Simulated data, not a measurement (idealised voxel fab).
process module | voxel air gaps
cross-section cut | 300 nm wide | cells 5 nm
A cross-section is a grid of square cells, given in bands from the top down. A band is one or more rows of cells.
Each band's line starts with the height of the band's top and of its bottom, in nm. Then come its materials from left to right, each with its width in nm. One material with "throughout" fills the band from edge to edge. "air" is empty space.
Height 0 is the level under which the wafer as received is all one material. The lowest band goes on downwards, as in "0 down".
A width such as "30 to 40" changes by the same amount from each row of cells to the next, from the band's top row to its bottom row.
"no change" after a step means that no cell of the cross-section changed.
closed voids: empty space of 8 cells or more with no open way to the top, each as width x height at its distance from the left edge, in nm
after a step's settings: what the simulator itself notes on the step
overlay nm, on a step with a mask: how far to the right of its planned place the mask lay; to the left if negative
plan
1 op RECEIVE | material Si
2 op CONFORMAL_DEP | material SiO2 | thk nm 15
3 op CONFORMAL_DEP | material SiN | thk nm 5
4 op DIRECTIONAL_DEP | material lowk | thk nm 30
5 op MASKED_ETCH | tone open | mask id LINES | width nm 25 | pitch nm 55 | etch materials lowk | depth nm 30 | overlay nm 0
6 op CONFORMAL_DEP | material TiN | thk nm 5
7 op FILL_DEP | material Ru | thk nm 5
8 op CMP | height nm 50
9 op EPI | material Ru | thk nm 10
10 op SELECTIVE_ETCH | etch materials lowk | depth nm 40
11 op CONFORMAL_DEP | material SiN | thk nm 5
first wafer, as planned
as received, after step 1
  0 down: Si throughout
  closed voids: none
after step 2
  15 to 0: SiO2 throughout
  below 0: unchanged
after step 3
  20 to 15: SiN throughout
  below 15: unchanged
after step 4
  50 to 20: lowk throughout
  below 20: unchanged
after step 5
  50 to 20: lowk 80 | air 25 | lowk 30 | air 25 | lowk 30 | air 25 | lowk 85
  below 20: unchanged
after step 6
  55 to 50: TiN 85 | air 15 | TiN 40 | air 15 | TiN 40 | air 15 | TiN 90
  50 to 25: lowk 80 | TiN 5 | air 15 | TiN 5 | lowk 30 | TiN 5 | air 15 | TiN 5 | lowk 30 | TiN 5 | air 15 | TiN 5 | lowk 85
  25 to 20: lowk 80 | TiN 25 | lowk 30 | TiN 25 | lowk 30 | TiN 25 | lowk 85
  below 20: unchanged
after step 7
  60 to 55: Ru throughout
  55 to 50: TiN 85 | Ru 15 | TiN 40 | Ru 15 | TiN 40 | Ru 15 | TiN 90
  50 to 25: lowk 80 | TiN 5 | Ru 15 | TiN 5 | lowk 30 | TiN 5 | Ru 15 | TiN 5 | lowk 30 | TiN 5 | Ru 15 | TiN 5 | lowk 85
  below 25: unchanged
after step 8
  50 to 25: lowk 80 | TiN 5 | Ru 15 | TiN 5 | lowk 30 | TiN 5 | Ru 15 | TiN 5 | lowk 30 | TiN 5 | Ru 15 | TiN 5 | lowk 85
  below 25: unchanged
after step 9
  60 to 50: air 70 | Ru 45 | air 10 | Ru 45 | air 10 | Ru 45 | air 75
  below 50: unchanged
after step 10
  60 to 50: air 70 | Ru 45 | air 10 | Ru 45 | air 10 | Ru 45 | air 75
  50 to 25: air 80 | TiN 5 | Ru 15 | TiN 5 | air 30 | TiN 5 | Ru 15 | TiN 5 | air 30 | TiN 5 | Ru 15 | TiN 5 | air 85
  25 to 20: air 80 | TiN 25 | air 30 | TiN 25 | air 30 | TiN 25 | air 85
  below 20: unchanged
after step 11
  65 to 60: air 65 | SiN 165 | air 70
  60 to 50: air 65 | SiN 5 | Ru 45 | SiN 10 | Ru 45 | SiN 10 | Ru 45 | SiN 5 | air 70
  50 to 45: air 65 | SiN 15 | TiN 5 | Ru 15 | TiN 5 | SiN 30 | TiN 5 | Ru 15 | TiN 5 | SiN 30 | TiN 5 | Ru 15 | TiN 5 | SiN 15 | air 70
  45 to 25: air 75 | SiN 5 | TiN 5 | Ru 15 | TiN 5 | SiN 5 | air 20 | SiN 5 | TiN 5 | Ru 15 | TiN 5 | SiN 5 | air 20 | SiN 5 | TiN 5 | Ru 15 | TiN 5 | SiN 5 | air 80
  25 to 20: SiN 80 | TiN 25 | SiN 30 | TiN 25 | SiN 30 | TiN 25 | SiN 85
  below 20: unchanged
  closed voids: 20 x 20 at 110; 20 x 20 at 165
second wafer: like start, like plan, one mistake. Through step 4 it matches the first wafer
when step 5 should have ended
  50 to 20: lowk 85 | air 15 | lowk 40 | air 15 | lowk 40 | air 15 | lowk 90
  below 20: unchanged
when step 6 should have ended
  55 to 50: TiN 90 | air 5 | TiN 50 | air 5 | TiN 50 | air 5 | TiN 95
  50 to 25: lowk 85 | TiN 5 | air 5 | TiN 5 | lowk 40 | TiN 5 | air 5 | TiN 5 | lowk 40 | TiN 5 | air 5 | TiN 5 | lowk 90
  25 to 20: lowk 85 | TiN 15 | lowk 40 | TiN 15 | lowk 40 | TiN 15 | lowk 90
  below 20: unchanged
when step 7 should have ended
  60 to 55: Ru throughout
  55 to 50: TiN 90 | Ru 5 | TiN 50 | Ru 5 | TiN 50 | Ru 5 | TiN 95
  50 to 25: lowk 85 | TiN 5 | Ru 5 | TiN 5 | lowk 40 | TiN 5 | Ru 5 | TiN 5 | lowk 40 | TiN 5 | Ru 5 | TiN 5 | lowk 90
  below 25: unchanged
when step 8 should have ended
  50 to 25: lowk 85 | TiN 5 | Ru 5 | TiN 5 | lowk 40 | TiN 5 | Ru 5 | TiN 5 | lowk 40 | TiN 5 | Ru 5 | TiN 5 | lowk 90
  below 25: unchanged
when step 9 should have ended
  60 to 50: air 75 | Ru 35 | air 20 | Ru 35 | air 20 | Ru 35 | air 80
  below 50: unchanged
when step 10 should have ended
  60 to 50: air 75 | Ru 35 | air 20 | Ru 35 | air 20 | Ru 35 | air 80
  50 to 25: air 85 | TiN 5 | Ru 5 | TiN 5 | air 40 | TiN 5 | Ru 5 | TiN 5 | air 40 | TiN 5 | Ru 5 | TiN 5 | air 90
  25 to 20: air 85 | TiN 15 | air 40 | TiN 15 | air 40 | TiN 15 | air 90
  below 20: unchanged
when step 11 should have ended
  65 to 60: air 70 | SiN 45 | air 10 | SiN 45 | air 10 | SiN 45 | air 75
  60 to 50: air 70 | SiN 5 | Ru 35 | SiN 5 | air 10 | SiN 5 | Ru 35 | SiN 5 | air 10 | SiN 5 | Ru 35 | SiN 5 | air 75
  50 to 45: air 70 | SiN 15 | TiN 5 | Ru 5 | TiN 5 | SiN 15 | air 10 | SiN 15 | TiN 5 | Ru 5 | TiN 5 | SiN 15 | air 10 | SiN 15 | TiN 5 | Ru 5 | TiN 5 | SiN 15 | air 75
  45 to 25: air 80 | SiN 5 | TiN 5 | Ru 5 | TiN 5 | SiN 5 | air 30 | SiN 5 | TiN 5 | Ru 5 | TiN 5 | SiN 5 | air 30 | SiN 5 | TiN 5 | Ru 5 | TiN 5 | SiN 5 | air 85
  25 to 20: SiN 85 | TiN 15 | SiN 40 | TiN 15 | SiN 40 | TiN 15 | SiN 90
  below 20: unchanged
what went wrong: step 5 ran as: op MASKED_ETCH | tone open | mask id LINES | width nm 15 | pitch nm 55 | etch materials lowk | depth nm 30 | overlay nm 0
at the end the second wafer has, in cells: 42 fewer of Ru | 6 fewer of TiN
closed voids at the end (first wafer, second wafer): 2, 0
